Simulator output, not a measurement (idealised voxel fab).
This is a process module. Its name is voxel self aligned contacts.
Section shown: cut. Width: 170 nm. Cell size: 5 nm, square.
Cross-sections here: square-cell grids, written as top-down lists of bands, a band being one or more rows of cells. First you get the band's top height and its bottom height, in nm, and then the materials it's made of, left to right, with each width in nm. If you see a single material with "everywhere", that one covers the band edge to edge. "blank" is empty space. Heights are reckoned from 0. Under this level, the received wafer is all of one material. The bottommost band is open-ended downward, for example "0 nm and below". A two-number width, for instance "30..40", indicates that the width is equal to the first number in the top row of the band and to the second number in the bottom row, and that it changes by a constant amount per row of cells. Any step labelled "everything unchanged" changed none of the cells in the cross-section. "Tabulated closed voids": empty spaces of 8 cells or more with no open way to the top, each given as width x height at distance, distance from the left edge, all in nm. Post-settings text on a step line: simulator's own remark regarding the step. Regarding "overlay nm": on a step with a mask, it is the distance the mask lay to the right of its planned place; a negative value places it to the left.

-- So here's the lineup of process steps we planned
1,RECEIVE | material Si
2,OXIDIZE | depth nm 5
3,DIRECTIONAL_DEP | material polySi | thk nm 20
4,DIRECTIONAL_DEP | material SiN | thk nm 15
5,DIRECTIONAL_DEP | material aC | thk nm 10
6,PATTERN | tone cover | mask id GATE | material resist | width nm 35 | pitch nm 65 | thk nm 25 | overlay nm 0
7,DIRECTIONAL_ETCH | etch materials aC | depth nm 10
8,STRIP | etch materials resist
9,DIRECTIONAL_ETCH | etch materials SiN | depth nm 15
10,DIRECTIONAL_ETCH | etch materials polySi | depth nm 20
11,STRIP | etch materials aC
12,CONFORMAL_DEP | material SiN | thk nm 5
13,DIRECTIONAL_ETCH | etch materials SiN | depth nm 5
14,FILL_DEP | material SiO2 | thk nm 15
15,CMP | height nm 40
16,DIRECTIONAL_DEP | material aC | thk nm 15
17,PATTERN | tone open | mask id CONTACT | material resist | width nm 50 | thk nm 30 | overlay nm 0
18,DIRECTIONAL_ETCH | etch materials aC | depth nm 15
19,STRIP | etch materials resist
20,DIRECTIONAL_ETCH | etch materials SiO2 | depth nm 45
21,STRIP | etch materials aC
22,CONFORMAL_DEP | material TiN | thk nm 5
23,FILL_DEP | material W | thk nm 10
24,CMP | height nm 40
25,CONFORMAL_DEP | material SiCN | thk nm 5

-- Cross-section of the incoming wafer, state after step 1
* 0 nm and below: Si everywhere
* Tabulated closed voids: none

-- End state of the module in cross-section, given the above starting point and plan and one mistake in execution
* 45 nm to 40 nm: SiCN everywhere
* 40 nm to 35 nm: SiO2 60 nm  TiN 15 nm  W 20 nm  TiN 15 nm  SiO2 60 nm
* 35 nm to 20 nm: SiO2 35 nm  SiN 35 nm  TiN 5 nm  W 20 nm  TiN 5 nm  SiN 35 nm  SiO2 35 nm
* 20 nm to 0 nm: SiO2 35 nm  SiN 5 nm  polySi 25 nm  SiN 5 nm  TiN 5 nm  W 20 nm  TiN 5 nm  SiN 5 nm  polySi 25 nm  SiN 5 nm  SiO2 35 nm
* 0 nm to -5 nm: SiO2 70 nm  TiN 30 nm  SiO2 70 nm
* -5 nm and below: Si everywhere
* Tabulated closed voids: none
Nonconformance to the process plan: step 6 was not run as planned; what actually ran was PATTERN | tone cover | mask id GATE | material resist | width nm 25 | pitch nm 65 | thk nm 25 | overlay nm 0
